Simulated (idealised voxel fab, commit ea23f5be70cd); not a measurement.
This is a process module. Its name is voxel local oxidation.
The width of the displayed cross-section, cut, is 150 nm; its cells are square, with a size of 5 nm.
Cross-section spec: square-cell grid; bands listed top down; each band is one or more rows. For a band, the entry starts with two heights in nm, that of the top and then that of the bottom, and carries on with the band's materials in order from left to right, each alongside its width in nm; the word "throughout" beside a single material means it fills the band edge to edge, and "air" means empty space. Heads up on the height convention: 0 is the point under which the incoming wafer is all one material, and the lowest band has no bottom, it just keeps going down, like "z 0 and below". Width spec "30..40" -> top row of cells at first value, bottom row at second value, equal per-row change in between. The cross-section has no changed cell in any step marked "nothing was modified". "closed voids" - sealed voids, min. 8 cells, no opening to top; format: width x height at distance (distance from left edge; nm throughout). The remark found on a step's line after its settings is issued by the simulator itself and pertains to that step. overlay nm: on a step with a mask, how far right of its planned place the mask lay; negative means left.

SET OUT BELOW ARE THE PLANNED STEPS OF THE PROCESS
step 1: RECEIVE | material Si
step 2: CONFORMAL_DEP | material SiO2 | thk nm 5
step 3: CONFORMAL_DEP | material SiN | thk nm 10
step 4: MASKED_ETCH | tone cover | mask id ACTIVE | width nm 90 | etch materials SiN | depth nm 10 | overlay nm 0
step 5: SELECTIVE_ETCH | etch materials SiO2 | depth nm 5
step 6: OXIDIZE | depth nm 15
step 7: STRIP | etch materials SiN

SO THIS IS THE INCOMING WAFER IN CROSS-SECTION - IT'S ALREADY BEEN THROUGH STEP 1
- z 0 and below | Si throughout
- closed voids: none

MODULE COMPLETE - CROSS-SECTION OF THE FIRST OF TWO WAFERS, RUN ACCORDING TO PLAN
- z 5 to 0 | 35 air, then 80 SiO2, then 35 air
- z 0 to -15 | 50 SiO2, then 50 Si, then 50 SiO2
- z -15 and below | Si throughout
- closed voids: none

CROSS-SECTIONAL IMAGE OF THE SECOND WAFER OF THE TWO FOLLOWING COMPLETION OF THE MODULE. STARTING STATE AND PROCESS PLAN WERE THE SAME AS FOR THE FIRST WAFER; ONE EXECUTION ERROR OCCURRED
- z 5 to 0 | 25 SiO2, then 100 air, then 25 SiO2
- z 0 to -15 | 10 Si, then 130 SiO2, then 10 Si
- z -15 and below | Si throughout
- closed voids: none
Finding, execution versus plan: heads up, step 4 didn't go per plan, it actually ran as MASKED_ETCH | tone open | mask id ACTIVE | width nm 90 | etch materials SiN | depth nm 10 | overlay nm 0
Count the cells at the end and the second wafer has more or fewer of some materials than the first: -18 Si; +12 SiO2
